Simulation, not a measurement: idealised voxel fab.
Title: Process Module voxel spacer lines
Square cells of 5 nm make up the cross-section cut, whose width is 225 nm.
Reading order for cross-sections: top band down to bottom band. Underlying form: a grid of square cells. Band size: one or more rows of cells.
Quick guide to a band line: top height, bottom height (nm) up front; then every material left to right with its width in nm. Only one material and it's marked "edge to edge"? Then it fills the band edge to edge. And "air" just means empty space.
Heights from 0 (as-received wafer is one material below). Bottom band endless downward, as "0..down".
Width: "30->40" (first number = top row, second number = bottom row, same change from row to row of cells).
A step reported as "everything unchanged" is a step in which no cell of the cross-section changed.
For the entry "Unvented voids", the listed items are empty spaces with no open way to the top whose size is 8 cells or more; each item follows the pattern width x height at distance, where distance is from the left edge and all three are in nm.
Formally, on a step line, whatever follows the settings is a remark that the simulator itself makes on the step.
A step line may carry the setting "overlay nm", which, for steps involving a mask, states the distance by which the mask lay to the right of its intended position; negative values denote displacement to the left.
Steps planned for the process:
1. op RECEIVE | material Si
2. op CONFORMAL_DEP | material Al2O3 | thk nm 10
3. op DIRECTIONAL_DEP | material polySi | thk nm 15
4. op DIRECTIONAL_DEP | material aC | thk nm 30
5. op PATTERN | tone cover | mask id MANDREL | material resist | width nm 20 | pitch nm 60 | thk nm 35 | overlay nm 0
6. op DIRECTIONAL_ETCH | etch materials aC | depth nm 30
7. op STRIP | etch materials resist
8. op CONFORMAL_DEP | material SiO2 | thk nm 10
9. op DIRECTIONAL_ETCH | etch materials SiO2 | depth nm 10
10. op STRIP | etch materials aC
11. op DIRECTIONAL_ETCH | etch materials polySi | depth nm 5
12. op STRIP | etch materials SiO2
Where the wafers of this document differ is in the depth nm of step 11; they start out the same, and the plan states the value that applied to the first wafer.
First wafer of several, as received: cross-section after step 1:
> 0..down: Si edge to edge
> Unvented voids: none
Cross-section, first of several wafers, end of module, after last step 12:
> 25..20: 60 air, 10 polySi, 20 air, 10 polySi, 20 air, 10 polySi, 20 air, 10 polySi, 65 air
> 20..10: polySi edge to edge
> 10..0: Al2O3 edge to edge
> 0..down: Si edge to edge
> Unvented voids: none
The final wafer, sectioned at module end:
> 25..10: 60 air, 10 polySi, 20 air, 10 polySi, 20 air, 10 polySi, 20 air, 10 polySi, 65 air
> 10..0: Al2O3 edge to edge
> 0..down: Si edge to edge
> Unvented voids: none
Take any row and you have a wafer at the end of the module: how many cells of each material it has gained (+) or lost (-) since it was received, and then its closed voids:
depth nm 5, +90 Al2O3, +98 polySi, Unvented voids: none
depth nm 10, +90 Al2O3, +61 polySi, Unvented voids: none
depth nm 15, +90 Al2O3, +24 polySi, Unvented voids: none
depth nm 20, +90 Al2O3, +24 polySi, Unvented voids: none
depth nm 25, +90 Al2O3, +24 polySi, Unvented voids: none
depth nm 30, +90 Al2O3, +24 polySi, Unvented voids: none
